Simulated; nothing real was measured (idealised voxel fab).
Process module heading - voxel self aligned contacts
The figure presents cross-section cut, which has a width of 225 nm and is divided into square cells with an edge length of 5 nm.
Cross-section spec: square-cell grid; bands listed top down; each band is one or more rows. Band: top height; bottom height; in nm. Then, left to right: material with width in nm, for each material. "full width": a single material spanning edge to edge. "air": empty space. Heights are reckoned from 0. Under this level, the received wafer is all of one material. The bottommost band is open-ended downward, for example "0..down". It should be noted that a width expressed as "30..40" varies in equal increments from row to row of cells within the band, taking the value of the first number at the top row and that of the second number at the bottom row. Reading "identical to before" for a step: not a cell of the cross-section changed in it. "Catalogued sealed voids" contains a list of empty spaces, each no smaller than 8 cells and without an open way to the top, written in the form width x height at distance with the distance from the left edge and all three in nm. It should be noted that, on the line of a given step, the content following the step's settings is a remark produced by the simulator itself with respect to that step. Steps that use a mask can have "overlay nm" on their line. It says how far the mask sat to the right of where it was meant to be. Negative means to the left.

The planned process steps are enumerated hereunder:
1 RECEIVE (material Si)
2 OXIDIZE (depth nm 5)
3 DIRECTIONAL_DEP (material polySi; thk nm 25)
4 DIRECTIONAL_DEP (material SiN; thk nm 25)
5 DIRECTIONAL_DEP (material aC; thk nm 10)
6 PATTERN (tone cover; mask id GATE; material resist; width nm 35; pitch nm 80; thk nm 25; overlay nm 0)
7 DIRECTIONAL_ETCH (etch materials aC; depth nm 10)
8 STRIP (etch materials resist)
9 DIRECTIONAL_ETCH (etch materials SiN; depth nm 25)
10 DIRECTIONAL_ETCH (etch materials polySi; depth nm 25)
11 STRIP (etch materials aC)
12 CONFORMAL_DEP (material SiN; thk nm 10)
13 DIRECTIONAL_ETCH (etch materials SiN; depth nm 10)
14 FILL_DEP (material SiO2; thk nm 15)
15 CMP (height nm 60)
16 MASKED_ETCH (tone open; mask id CONTACT; width nm 65; pitch nm 80; etch materials SiO2; depth nm 65; overlay nm 0)
17 CONFORMAL_DEP (material TiN; thk nm 5)
18 FILL_DEP (material W; thk nm 10)
19 CMP (height nm 60)
20 CONFORMAL_DEP (material SiCN; thk nm 5)

The first of two wafers, run as planned:

Cross-section of the wafer as it came to us, i.e., already through step 1:
> 0..down: Si full width
> Catalogued sealed voids: none

After step 2, in cross-section:
> 0..-5: SiO2 full width
> Under -5: no change, same as before.

After step 3, in cross-section:
> 25..0: polySi full width
> Under 0: no change, same as before.

After step 4, in cross-section:
> 50..25: SiN full width
> Under 25: no change, same as before.

After step 5, in cross-section:
> 60..50: aC full width
> Under 50: no change, same as before.

After step 6, in cross-section:
> 85..60: 15 of air; 35 of resist; 45 of air; 35 of resist; 45 of air; 35 of resist; 15 of air
> Under 60: no change, same as before.

After step 7, in cross-section:
> 75..60: 15 of air; 35 of resist; 45 of air; 35 of resist; 45 of air; 35 of resist; 15 of air
> 60..50: 15 of air; 35 of aC; 45 of air; 35 of aC; 45 of air; 35 of aC; 15 of air
> Under 50: no change, same as before.

After step 8, in cross-section:
> 60..50: 15 of air; 35 of aC; 45 of air; 35 of aC; 45 of air; 35 of aC; 15 of air
> Under 50: no change, same as before.

After step 9, in cross-section:
> 60..50: 15 of air; 35 of aC; 45 of air; 35 of aC; 45 of air; 35 of aC; 15 of air
> 50..25: 15 of air; 35 of SiN; 45 of air; 35 of SiN; 45 of air; 35 of SiN; 15 of air
> Under 25: no change, same as before.

After step 10, in cross-section:
> 60..50: 15 of air; 35 of aC; 45 of air; 35 of aC; 45 of air; 35 of aC; 15 of air
> 50..25: 15 of air; 35 of SiN; 45 of air; 35 of SiN; 45 of air; 35 of SiN; 15 of air
> 25..0: 15 of air; 35 of polySi; 45 of air; 35 of polySi; 45 of air; 35 of polySi; 15 of air
> Under 0: no change, same as before.

After step 11, in cross-section:
> 50..25: 15 of air; 35 of SiN; 45 of air; 35 of SiN; 45 of air; 35 of SiN; 15 of air
> Under 25: no change, same as before.

After step 12, in cross-section:
> 60..25: 5 of air; 55 of SiN; 25 of air; 55 of SiN; 25 of air; 55 of SiN; 5 of air
> 25..10: 5 of air; 10 of SiN; 35 of polySi; 10 of SiN; 25 of air; 10 of SiN; 35 of polySi; 10 of SiN; 25 of air; 10 of SiN; 35 of polySi; 10 of SiN; 5 of air
> 10..0: 15 of SiN; 35 of polySi; 45 of SiN; 35 of polySi; 45 of SiN; 35 of polySi; 15 of SiN
> Under 0: no change, same as before.

After step 13, in cross-section:
> 50..25: 5 of air; 55 of SiN; 25 of air; 55 of SiN; 25 of air; 55 of SiN; 5 of air
> 25..0: 5 of air; 10 of SiN; 35 of polySi; 10 of SiN; 25 of air; 10 of SiN; 35 of polySi; 10 of SiN; 25 of air; 10 of SiN; 35 of polySi; 10 of SiN; 5 of air
> Under 0: no change, same as before.

After step 14, in cross-section:
> 65..50: SiO2 full width
> 50..25: 5 of SiO2; 55 of SiN; 25 of SiO2; 55 of SiN; 25 of SiO2; 55 of SiN; 5 of SiO2
> 25..0: 5 of SiO2; 10 of SiN; 35 of polySi; 10 of SiN; 25 of SiO2; 10 of SiN; 35 of polySi; 10 of SiN; 25 of SiO2; 10 of SiN; 35 of polySi; 10 of SiN; 5 of SiO2
> Under 0: no change, same as before.

After step 15, in cross-section:
> 60..50: SiO2 full width
> Under 50: no change, same as before.

After step 16, in cross-section:
> 60..50: 40 of SiO2; 65 of air; 15 of SiO2; 65 of air; 40 of SiO2
> 50..25: 5 of SiO2; 55 of SiN; 25 of air; 55 of SiN; 25 of air; 55 of SiN; 5 of SiO2
> 25..0: 5 of SiO2; 10 of SiN; 35 of polySi; 10 of SiN; 25 of air; 10 of SiN; 35 of polySi; 10 of SiN; 25 of air; 10 of SiN; 35 of polySi; 10 of SiN; 5 of SiO2
> 0..-5: 60 of SiO2; 25 of air; 55 of SiO2; 25 of air; 60 of SiO2
> Under -5: no change, same as before.

After step 17, in cross-section:
> 65..60: 45 of TiN; 55 of air; 25 of TiN; 55 of air; 45 of TiN
> 60..50: 40 of SiO2; 5..25 of TiN; 55..15 of air; 5..25 of TiN; 15 of SiO2; 5..25 of TiN; 55..15 of air; 5..25 of TiN; 40 of SiO2
> 50..25: 5 of SiO2; 55 of SiN; 5 of TiN; 15 of air; 5 of TiN; 55 of SiN; 5 of TiN; 15 of air; 5 of TiN; 55 of SiN; 5 of SiO2
> 25..0: 5 of SiO2; 10 of SiN; 35 of polySi; 10 of SiN; 5 of TiN; 15 of air; 5 of TiN; 10 of SiN; 35 of polySi; 10 of SiN; 5 of TiN; 15 of air; 5 of TiN; 10 of SiN; 35 of polySi; 10 of SiN; 5 of SiO2
> 0..-5: 60 of SiO2; 25 of TiN; 55 of SiO2; 25 of TiN; 60 of SiO2
> Under -5: no change, same as before.

After step 18, in cross-section:
> 75..65: W full width
> 65..60: 45 of TiN; 55 of W; 25 of TiN; 55 of W; 45 of TiN
> 60..50: 40 of SiO2; 5..25 of TiN; 55..15 of W; 5..25 of TiN; 15 of SiO2; 5..25 of TiN; 55..15 of W; 5..25 of TiN; 40 of SiO2
> 50..25: 5 of SiO2; 55 of SiN; 5 of TiN; 15 of W; 5 of TiN; 55 of SiN; 5 of TiN; 15 of W; 5 of TiN; 55 of SiN; 5 of SiO2
> 25..0: 5 of SiO2; 10 of SiN; 35 of polySi; 10 of SiN; 5 of TiN; 15 of W; 5 of TiN; 10 of SiN; 35 of polySi; 10 of SiN; 5 of TiN; 15 of W; 5 of TiN; 10 of SiN; 35 of polySi; 10 of SiN; 5 of SiO2
> Under 0: no change, same as before.

After step 19, in cross-section:
> 60..50: 40 of SiO2; 5..25 of TiN; 55..15 of W; 5..25 of TiN; 15 of SiO2; 5..25 of TiN; 55..15 of W; 5..25 of TiN; 40 of SiO2
> Under 50: no change, same as before.

After step 20, in cross-section:
> 65..60: SiCN full width
> Under 60: no change, same as before.

The second wafer was prepared from the same starting point and under the same plan as the first; its processing contained one mistake, and it remains indistinguishable from the first wafer up to and including step 11:

Cross-section of the second wafer corresponding to the planned conclusion of step 12:
> 60..50: 5 of air; 55 of polySi; 25 of air; 55 of polySi; 25 of air; 55 of polySi; 5 of air
> 50..25: 5 of air; 10 of polySi; 35 of SiN; 10 of polySi; 25 of air; 10 of polySi; 35 of SiN; 10 of polySi; 25 of air; 10 of polySi; 35 of SiN; 10 of polySi; 5 of air
> 25..10: 5 of air; 55 of polySi; 25 of air; 55 of polySi; 25 of air; 55 of polySi; 5 of air
> 10..0: polySi full width
> Under 0: no change, same as before.

Cross-section of the second wafer corresponding to the planned conclusion of step 13: identical to before

Cross-section of the second wafer corresponding to the planned conclusion of step 14:
> 75..60: SiO2 full width
> 60..50: 5 of SiO2; 55 of polySi; 25 of SiO2; 55 of polySi; 25 of SiO2; 55 of polySi; 5 of SiO2
> 50..25: 5 of SiO2; 10 of polySi; 35 of SiN; 10 of polySi; 25 of SiO2; 10 of polySi; 35 of SiN; 10 of polySi; 25 of SiO2; 10 of polySi; 35 of SiN; 10 of polySi; 5 of SiO2
> 25..10: 5 of SiO2; 55 of polySi; 25 of SiO2; 55 of polySi; 25 of SiO2; 55 of polySi; 5 of SiO2
> Under 10: no change, same as before.

Cross-section of the second wafer corresponding to the planned conclusion of step 15:
> 60..50: 5 of SiO2; 55 of polySi; 25 of SiO2; 55 of polySi; 25 of SiO2; 55 of polySi; 5 of SiO2
> Under 50: no change, same as before.

Cross-section of the second wafer corresponding to the planned conclusion of step 16:
> 60..50: 5 of SiO2; 55 of polySi; 25 of air; 55 of polySi; 25 of air; 55 of polySi; 5 of SiO2
> 50..25: 5 of SiO2; 10 of polySi; 35 of SiN; 10 of polySi; 25 of air; 10 of polySi; 35 of SiN; 10 of polySi; 25 of air; 10 of polySi; 35 of SiN; 10 of polySi; 5 of SiO2
> 25..10: 5 of SiO2; 55 of polySi; 25 of air; 55 of polySi; 25 of air; 55 of polySi; 5 of SiO2
> Under 10: no change, same as before.

Cross-section of the second wafer corresponding to the planned conclusion of step 17:
> 65..60: 65 of TiN; 15 of air; 65 of TiN; 15 of air; 65 of TiN
> 60..50: 5 of SiO2; 55 of polySi; 5 of TiN; 15 of air; 5 of TiN; 55 of polySi; 5 of TiN; 15 of air; 5 of TiN; 55 of polySi; 5 of SiO2
> 50..25: 5 of SiO2; 10 of polySi; 35 of SiN; 10 of polySi; 5 of TiN; 15 of air; 5 of TiN; 10 of polySi; 35 of SiN; 10 of polySi; 5 of TiN; 15 of air; 5 of TiN; 10 of polySi; 35 of SiN; 10 of polySi; 5 of SiO2
> 25..15: 5 of SiO2; 55 of polySi; 5 of TiN; 15 of air; 5 of TiN; 55 of polySi; 5 of TiN; 15 of air; 5 of TiN; 55 of polySi; 5 of SiO2
> 15..10: 5 of SiO2; 55 of polySi; 25 of TiN; 55 of polySi; 25 of TiN; 55 of polySi; 5 of SiO2
> Under 10: no change, same as before.

Cross-section of the second wafer corresponding to the planned conclusion of step 18:
> 75..65: W full width
> 65..60: 65 of TiN; 15 of W; 65 of TiN; 15 of W; 65 of TiN
> 60..50: 5 of SiO2; 55 of polySi; 5 of TiN; 15 of W; 5 of TiN; 55 of polySi; 5 of TiN; 15 of W; 5 of TiN; 55 of polySi; 5 of SiO2
> 50..25: 5 of SiO2; 10 of polySi; 35 of SiN; 10 of polySi; 5 of TiN; 15 of W; 5 of TiN; 10 of polySi; 35 of SiN; 10 of polySi; 5 of TiN; 15 of W; 5 of TiN; 10 of polySi; 35 of SiN; 10 of polySi; 5 of SiO2
> 25..15: 5 of SiO2; 55 of polySi; 5 of TiN; 15 of W; 5 of TiN; 55 of polySi; 5 of TiN; 15 of W; 5 of TiN; 55 of polySi; 5 of SiO2
> Under 15: no change, same as before.

Cross-section of the second wafer corresponding to the planned conclusion of step 19:
> 60..50: 5 of SiO2; 55 of polySi; 5 of TiN; 15 of W; 5 of TiN; 55 of polySi; 5 of TiN; 15 of W; 5 of TiN; 55 of polySi; 5 of SiO2
> Under 50: no change, same as before.

Cross-section of the second wafer corresponding to the planned conclusion of step 20:
> 65..60: SiCN full width
> Under 60: no change, same as before.
what went wrong: step 12 was run on a setting that differed from the plan, and what really ran there is CONFORMAL_DEP (material polySi; thk nm 10)
Materials where the second wafer ends with more or fewer cells than the first: -120 SiN; -28 SiO2; -28 TiN; -34 W; +210 polySi
